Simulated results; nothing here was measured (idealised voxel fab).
Process module under the name voxel tone inversion
cross-section cut | 260 nm wide | cells 5 nm
Heads up, the way a cross-section reads in here is a grid of square cells, handed over as bands from the top down, with every band being one or more rows of cells.
First you get the band's top height and its bottom height, in nm, and then the materials it's made of, left to right, with each width in nm. If you see a single material with "full width", that one covers the band edge to edge. "empty" is empty space.
We count height from 0. Below that, the starting wafer is all one material. The lowest band never ends at the bottom but goes on down; see "top 0, no bottom" for how that is written.
Think of "30 to 40" as a width that walks from the first number to the second as you go down the band, top row to bottom row, taking equal-sized steps from row to row.
It should be understood that the words "left unchanged", when stated for a given step, signify that the cross-section underwent no change in any of its cells during that step.
Enclosed voids (no open way to top), threshold 8 cells or more, entry "Closed void roster", notation width x height at distance, distance from left edge, nm.
On each step's line, the part that comes after the settings is the simulator's own comment on the step.
The line of a step may include "overlay nm". On a step with a mask, this value is how far to the right of its planned place the mask lay. A negative value means the mask lay to the left.

[Planned process steps]
step 1: op RECEIVE | material Si
step 2: op CONFORMAL_DEP | material SiCN | thk nm 10
step 3: op DIRECTIONAL_DEP | material aC | thk nm 20
step 4: op PATTERN | tone cover | mask id POSTS | material resist | width nm 20 | pitch nm 45 | thk nm 30 | overlay nm 0
step 5: op DIRECTIONAL_ETCH | etch materials aC | depth nm 20
step 6: op STRIP | etch materials resist
step 7: op FILL_DEP | material lowk | thk nm 10
step 8: op CMP | height nm 30
step 9: op STRIP | etch materials aC
step 10: op CONFORMAL_DEP | material TiN | thk nm 5
step 11: op FILL_DEP | material Cu | thk nm 5
step 12: op CMP | height nm 30
step 13: op CONFORMAL_DEP | material SiN | thk nm 5

[This is the cross-section of the wafer as we received it, i.e. after step 1]
- top 0, no bottom  Si full width
- Closed void roster: none

[Starting structure and process plan are as shown above, but one mistake was made in running the module; the wafer cross-section at the end of the module follows]
- top 35, bottom 30  SiN full width
- top 30, bottom 20  SiCN full width
- top 20, bottom 0  aC full width
- top 0, no bottom  Si full width
- Closed void roster: none
Run error: transposition of steps 2 and 3 relative to the planned sequence
